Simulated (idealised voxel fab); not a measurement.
process module | voxel double patterning
cross-section cut | 255 nm wide | cells 5 nm
A cross-section is a grid of square cells, given in bands from the top down. A band is one or more rows of cells.
Each band's line starts with the height of the band's top and of its bottom, in nm. Then come its materials from left to right, each with its width in nm. One material with "throughout" fills the band from edge to edge. "air" is empty space.
Height 0 is the level under which the wafer as received is all one material. The lowest band goes on downwards, as in "0 down".
A width such as "30 to 40" changes by the same amount from each row of cells to the next, from the band's top row to its bottom row.
"no change" after a step means that no cell of the cross-section changed.
closed voids: empty space of 8 cells or more with no open way to the top, each as width x height at its distance from the left edge, in nm
after a step's settings: what the simulator itself notes on the step
overlay nm, on a step with a mask: how far to the right of its planned place the mask lay; to the left if negative
plan
1 op RECEIVE | material Si
2 op CONFORMAL_DEP | material SiO2 | thk nm 5
3 op DIRECTIONAL_DEP | material W | thk nm 15
4 op DIRECTIONAL_DEP | material SiCN | thk nm 10
5 op DIRECTIONAL_DEP | material aC | thk nm 15
6 op PATTERN | tone open | mask id FIRST | material resist | width nm 15 | pitch nm 50 | thk nm 30 | overlay nm 0
7 op DIRECTIONAL_ETCH | etch materials aC | depth nm 15
8 op STRIP | etch materials resist
9 op DIRECTIONAL_ETCH | etch materials SiCN | depth nm 10
10 op STRIP | etch materials aC
11 op PATTERN | tone open | mask id SECOND | material resist | width nm 15 | thk nm 20 | overlay nm 0
12 op DIRECTIONAL_ETCH | etch materials SiCN | depth nm 10
13 op STRIP | etch materials resist
14 op DIRECTIONAL_ETCH | etch materials W | depth nm 15
15 op STRIP | etch materials SiCN
as received, after step 1
  0 down: Si throughout
  closed voids: none
first wafer at the end, as planned
  20 to 5: W 95 | air 15 | W 10 | air 15 | W 10 | air 15 | W 95
  5 to 0: SiO2 throughout
  0 down: Si throughout
  closed voids: none
second wafer at the end: like start, like plan, one mistake
  20 to 5: W 90 | air 15 | W 15 | air 15 | W 5 | air 15 | W 100
  5 to 0: SiO2 throughout
  0 down: Si throughout
  closed voids: none
what went wrong: step 6 ran as: op PATTERN | tone open | mask id FIRST | material resist | width nm 15 | pitch nm 50 | thk nm 30 | overlay nm -5
at the end the second wafer has, in cells: as many of each material as the first, in other places
